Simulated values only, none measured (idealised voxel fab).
You're looking at the process module voxel gate over fins.
Xsec cut, 220 nm wide, square cell size 5 nm.
Just so we're on the same page, the cross-sections are grids of square cells, and they're listed out in bands top to bottom, each band one or more rows deep. Per band: top height and bottom height in nm, followed by the left-to-right materials and their widths in nm; "all across" marks a single material spanning edge to edge, "blank" marks empty space. Height is counted from the level 0, under which the received wafer is composed throughout of one material. The lowest of the bands is not closed at the bottom but continues downward, in the notation "0..down". Width "30..40": first value at the band's top row of cells, second value at its bottom row, equal change from row to row. "nothing different" (step): cross-section cells unchanged, all of them. Listed in "Sealed internal voids": every empty space of 8 or more cells without an open way to the top. Form: width x height at distance, the distance being from the left edge, all in nm. What comes after the settings on a step's line is commentary from the simulator itself on that step. The "overlay nm" setting may appear on a step's line; for a step that uses a mask, it gives how far to the right of its planned position the mask lay, and a negative value indicates the left.
**Process steps (planned)**
1 RECEIVE: material Si
2 CONFORMAL_DEP: material SiN, thk nm 10
3 PATTERN: tone cover, mask id FINS, material resist, width nm 15, pitch nm 45, thk nm 15, overlay nm 0
4 DIRECTIONAL_ETCH: etch materials SiN, depth nm 10
5 DIRECTIONAL_ETCH: etch materials Si, depth nm 40
6 STRIP: etch materials resist
7 FILL_DEP: material SiO2, thk nm 15
8 CMP: height nm 10
9 SELECTIVE_ETCH: etch materials SiO2, depth nm 20
10 STRIP: etch materials SiN
11 CONFORMAL_DEP: material HfO2, thk nm 5
12 CONFORMAL_DEP: material TiN, thk nm 5
13 CONFORMAL_DEP: material TiAl, thk nm 5
14 CONFORMAL_DEP: material TiN, thk nm 5
15 FILL_DEP: material W, thk nm 15
16 CMP: height nm 30
17 CONFORMAL_DEP: material SiCN, thk nm 10
**So, the first of our two wafers, run just as we planned it**
**As received (post step 1): cross-section**
* 0..down  Si all across
* Sealed internal voids: none
**Once step 2 is through, the wafer looks like this in cross-section**
* 10..0  SiN all across
* Whatever lies below 0 is exactly as it was before.
**Once step 3 is through, the wafer looks like this in cross-section**
* 25..10  35 of blank, 15 of resist, 30 of blank, 15 of resist, 30 of blank, 15 of resist, 30 of blank, 15 of resist, 35 of blank
* Whatever lies below 10 is exactly as it was before.
**Once step 4 is through, the wafer looks like this in cross-section**
* 25..10  35 of blank, 15 of resist, 30 of blank, 15 of resist, 30 of blank, 15 of resist, 30 of blank, 15 of resist, 35 of blank
* 10..0  35 of blank, 15 of SiN, 30 of blank, 15 of SiN, 30 of blank, 15 of SiN, 30 of blank, 15 of SiN, 35 of blank
* Whatever lies below 0 is exactly as it was before.
**Once step 5 is through, the wafer looks like this in cross-section**
* 25..10  35 of blank, 15 of resist, 30 of blank, 15 of resist, 30 of blank, 15 of resist, 30 of blank, 15 of resist, 35 of blank
* 10..0  35 of blank, 15 of SiN, 30 of blank, 15 of SiN, 30 of blank, 15 of SiN, 30 of blank, 15 of SiN, 35 of blank
* 0..-40  35 of blank, 15 of Si, 30 of blank, 15 of Si, 30 of blank, 15 of Si, 30 of blank, 15 of Si, 35 of blank
* Whatever lies below -40 is exactly as it was before.
**Once step 6 is through, the wafer looks like this in cross-section**
* 10..0  35 of blank, 15 of SiN, 30 of blank, 15 of SiN, 30 of blank, 15 of SiN, 30 of blank, 15 of SiN, 35 of blank
* Whatever lies below 0 is exactly as it was before.
**Once step 7 is through, the wafer looks like this in cross-section**
* 25..10  SiO2 all across
* 10..0  35 of SiO2, 15 of SiN, 30 of SiO2, 15 of SiN, 30 of SiO2, 15 of SiN, 30 of SiO2, 15 of SiN, 35 of SiO2
* 0..-40  35 of SiO2, 15 of Si, 30 of SiO2, 15 of Si, 30 of SiO2, 15 of Si, 30 of SiO2, 15 of Si, 35 of SiO2
* Whatever lies below -40 is exactly as it was before.
**Once step 8 is through, the wafer looks like this in cross-section**
* 10..0  35 of SiO2, 15 of SiN, 30 of SiO2, 15 of SiN, 30 of SiO2, 15 of SiN, 30 of SiO2, 15 of SiN, 35 of SiO2
* Whatever lies below 0 is exactly as it was before.
**Once step 9 is through, the wafer looks like this in cross-section**
* 10..0  35 of blank, 15 of SiN, 30 of blank, 15 of SiN, 30 of blank, 15 of SiN, 30 of blank, 15 of SiN, 35 of blank
* 0..-10  35 of blank, 15 of Si, 30 of blank, 15 of Si, 30 of blank, 15 of Si, 30 of blank, 15 of Si, 35 of blank
* Whatever lies below -10 is exactly as it was before.
**Once step 10 is through, the wafer looks like this in cross-section**
* 0..-10  35 of blank, 15 of Si, 30 of blank, 15 of Si, 30 of blank, 15 of Si, 30 of blank, 15 of Si, 35 of blank
* Whatever lies below -10 is exactly as it was before.
**Once step 11 is through, the wafer looks like this in cross-section**
* 5..0  30 of blank, 25 of HfO2, 20 of blank, 25 of HfO2, 20 of blank, 25 of HfO2, 20 of blank, 25 of HfO2, 30 of blank
* 0..-5  30 of blank, 5 of HfO2, 15 of Si, 5 of HfO2, 20 of blank, 5 of HfO2, 15 of Si, 5 of HfO2, 20 of blank, 5 of HfO2, 15 of Si, 5 of HfO2, 20 of blank, 5 of HfO2, 15 of Si, 5 of HfO2, 30 of blank
* -5..-10  35 of HfO2, 15 of Si, 30 of HfO2, 15 of Si, 30 of HfO2, 15 of Si, 30 of HfO2, 15 of Si, 35 of HfO2
* Whatever lies below -10 is exactly as it was before.
**Once step 12 is through, the wafer looks like this in cross-section**
* 10..5  25 of blank, 35 of TiN, 10 of blank, 35 of TiN, 10 of blank, 35 of TiN, 10 of blank, 35 of TiN, 25 of blank
* 5..0  25 of blank, 5 of TiN, 25 of HfO2, 5 of TiN, 10 of blank, 5 of TiN, 25 of HfO2, 5 of TiN, 10 of blank, 5 of TiN, 25 of HfO2, 5 of TiN, 10 of blank, 5 of TiN, 25 of HfO2, 5 of TiN, 25 of blank
* 0..-5  30 of TiN, 5 of HfO2, 15 of Si, 5 of HfO2, 20 of TiN, 5 of HfO2, 15 of Si, 5 of HfO2, 20 of TiN, 5 of HfO2, 15 of Si, 5 of HfO2, 20 of TiN, 5 of HfO2, 15 of Si, 5 of HfO2, 30 of TiN
* Whatever lies below -5 is exactly as it was before.
**Once step 13 is through, the wafer looks like this in cross-section**
* 15..10  20 of blank, 180 of TiAl, 20 of blank
* 10..5  20 of blank, 5 of TiAl, 35 of TiN, 10 of TiAl, 35 of TiN, 10 of TiAl, 35 of TiN, 10 of TiAl, 35 of TiN, 5 of TiAl, 20 of blank
* 5..0  25 of TiAl, 5 of TiN, 25 of HfO2, 5 of TiN, 10 of TiAl, 5 of TiN, 25 of HfO2, 5 of TiN, 10 of TiAl, 5 of TiN, 25 of HfO2, 5 of TiN, 10 of TiAl, 5 of TiN, 25 of HfO2, 5 of TiN, 25 of TiAl
* Whatever lies below 0 is exactly as it was before.
**Once step 14 is through, the wafer looks like this in cross-section**
* 20..15  15 of blank, 190 of TiN, 15 of blank
* 15..10  15 of blank, 5 of TiN, 180 of TiAl, 5 of TiN, 15 of blank
* 10..5  20 of TiN, 5 of TiAl, 35 of TiN, 10 of TiAl, 35 of TiN, 10 of TiAl, 35 of TiN, 10 of TiAl, 35 of TiN, 5 of TiAl, 20 of TiN
* Whatever lies below 5 is exactly as it was before.
**Once step 15 is through, the wafer looks like this in cross-section**
* 35..20  W all across
* 20..15  15 of W, 190 of TiN, 15 of W
* 15..10  15 of W, 5 of TiN, 180 of TiAl, 5 of TiN, 15 of W
* Whatever lies below 10 is exactly as it was before.
**Once step 16 is through, the wafer looks like this in cross-section**
* 30..20  W all across
* Whatever lies below 20 is exactly as it was before.
**Once step 17 is through, the wafer looks like this in cross-section**
* 40..30  SiCN all across
* Whatever lies below 30 is exactly as it was before.
**For the second wafer, take the first wafer's start and plan, then add one mistake made in running it; everything through step 7, that step included, is shared with the first**
Cross-section of the second wafer at the time step 8 of the plan should have ended: nothing different
**Cross-section of the second wafer at the time step 9 of the plan should have ended**
* 10..5  35 of blank, 15 of SiN, 30 of blank, 15 of SiN, 30 of blank, 15 of SiN, 30 of blank, 15 of SiN, 35 of blank
* Whatever lies below 5 is exactly as it was before.
**Cross-section of the second wafer at the time step 10 of the plan should have ended**
* 5..0  35 of SiO2, 15 of blank, 30 of SiO2, 15 of blank, 30 of SiO2, 15 of blank, 30 of SiO2, 15 of blank, 35 of SiO2
* Whatever lies below 0 is exactly as it was before.
**Cross-section of the second wafer at the time step 11 of the plan should have ended**
* 10..5  40 of HfO2, 5 of blank, 40 of HfO2, 5 of blank, 40 of HfO2, 5 of blank, 40 of HfO2, 5 of blank, 40 of HfO2
* 5..0  35 of SiO2, 15 of HfO2, 30 of SiO2, 15 of HfO2, 30 of SiO2, 15 of HfO2, 30 of SiO2, 15 of HfO2, 35 of SiO2
* Whatever lies below 0 is exactly as it was before.
**Cross-section of the second wafer at the time step 12 of the plan should have ended**
* 15..10  TiN all across
* 10..5  40 of HfO2, 5 of TiN, 40 of HfO2, 5 of TiN, 40 of HfO2, 5 of TiN, 40 of HfO2, 5 of TiN, 40 of HfO2
* Whatever lies below 5 is exactly as it was before.
**Cross-section of the second wafer at the time step 13 of the plan should have ended**
* 20..15  TiAl all across
* Whatever lies below 15 is exactly as it was before.
**Cross-section of the second wafer at the time step 14 of the plan should have ended**
* 25..20  TiN all across
* Whatever lies below 20 is exactly as it was before.
**Cross-section of the second wafer at the time step 15 of the plan should have ended**
* 40..25  W all across
* Whatever lies below 25 is exactly as it was before.
**Cross-section of the second wafer at the time step 16 of the plan should have ended**
* 30..25  W all across
* Whatever lies below 25 is exactly as it was before.
**Cross-section of the second wafer at the time step 17 of the plan should have ended**
* 40..30  SiCN all across
* Whatever lies below 30 is exactly as it was before.
Diagnosis: heads up, step 8 of the plan was skipped and never actually ran
Once processing is complete, comparing cell counts shows that the second wafer has more or fewer of certain materials than the first: HfO2: 8 fewer; SiO2: 96 more; TiAl: 16 fewer; TiN: 16 fewer; W: 56 fewer
